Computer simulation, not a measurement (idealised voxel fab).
Presented below is a process module, voxel tone inversion.
Section shown: cut. Width: 205 nm. Cell size: 5 nm, square.
A cross-section is a grid of square cells, given in bands from the top down. A band is one or more rows of cells. Read a band's entry like this: the first values are the height of its top and the height of its bottom in nm, and what follows is the sequence of materials from left to right, each with its width in nm. Note that "blank" is empty space, and that a single material marked "everywhere" reaches across the band from edge to edge. Height reference: 0 = level under which incoming wafer is all one material. Lowest band: no bottom, runs on downward, e.g. "z 0 and below". A two-number width, for instance "30..40", indicates that the width is equal to the first number in the top row of the band and to the second number in the bottom row, and that it changes by a constant amount per row of cells. "remains unaltered" -> step changed no cross-section cell. The list in "Fully sealed cavities" covers empty spaces of 8 cells or more that cannot reach the top through any open way, and it gives each as width x height at distance; the distance is from the left edge, and width, height and distance are in nm. Whatever follows a step's settings on its line is a remark the simulator itself makes about that step. Among the settings permitted on a step's line is "overlay nm"; applied to a step with a mask, it specifies the extent to which the mask lay to the right of its planned position, whereas a negative figure signifies a position to the left.

THE FOLLOWING LIST GIVES THE PLANNED PROCESS STEPS
1 RECEIVE, material Si
2 CONFORMAL_DEP, material SiCN, thk nm 5
3 DIRECTIONAL_DEP, material polySi, thk nm 20
4 PATTERN, tone cover, mask id POSTS, material resist, width nm 25, pitch nm 50, thk nm 30, overlay nm 0
5 DIRECTIONAL_ETCH, etch materials polySi, depth nm 20
6 STRIP, etch materials resist
7 FILL_DEP, material SiO2, thk nm 10
8 CMP, height nm 25
9 STRIP, etch materials polySi
10 CONFORMAL_DEP, material TiN, thk nm 5
11 FILL_DEP, material Ru, thk nm 10
12 CMP, height nm 25
13 CONFORMAL_DEP, material SiCN, thk nm 5

THIS IS THE CROSS-SECTION OF THE WAFER AS WE RECEIVED IT, I.E. AFTER STEP 1
z 0 and below  Si everywhere
Fully sealed cavities: none

RUN AS PLANNED - FIRST OF THE TWO WAFERS CROSS-SECTIONED AT THE END OF THE MODULE
z 30 to 25  SiCN everywhere
z 25 to 10  15 nm SiO2 / 5 nm TiN / 15 nm Ru / 5 nm TiN / 25 nm SiO2 / 5 nm TiN / 15 nm Ru / 5 nm TiN / 25 nm SiO2 / 5 nm TiN / 15 nm Ru / 5 nm TiN / 25 nm SiO2 / 5 nm TiN / 15 nm Ru / 5 nm TiN / 15 nm SiO2
z 10 to 5  15 nm SiO2 / 25 nm TiN / 25 nm SiO2 / 25 nm TiN / 25 nm SiO2 / 25 nm TiN / 25 nm SiO2 / 25 nm TiN / 15 nm SiO2
z 5 to 0  SiCN everywhere
z 0 and below  Si everywhere
Fully sealed cavities: none

SO THIS IS WAFER NUMBER TWO OF THE TWO, CUT AT THE END OF THE MODULE - IT STARTED WHERE THE FIRST DID AND HAD THE SAME PLAN, WE JUST GOT ONE THING WRONG RUNNING IT
z 30 to 25  SiCN everywhere
z 25 to 20  SiO2 everywhere
z 20 to 5  15 nm SiO2 / 25 nm polySi / 25 nm SiO2 / 25 nm polySi / 25 nm SiO2 / 25 nm polySi / 25 nm SiO2 / 25 nm polySi / 15 nm SiO2
z 5 to 0  SiCN everywhere
z 0 and below  Si everywhere
Fully sealed cavities: none
Plan not followed: step 3 did not happen as planned, as run it was DIRECTIONAL_DEP, material polySi, thk nm 15
The closing comparison, in cells, has the second wafer with more or fewer of some materials than the first: Ru -36, SiO2 +20, TiN -44, polySi +60
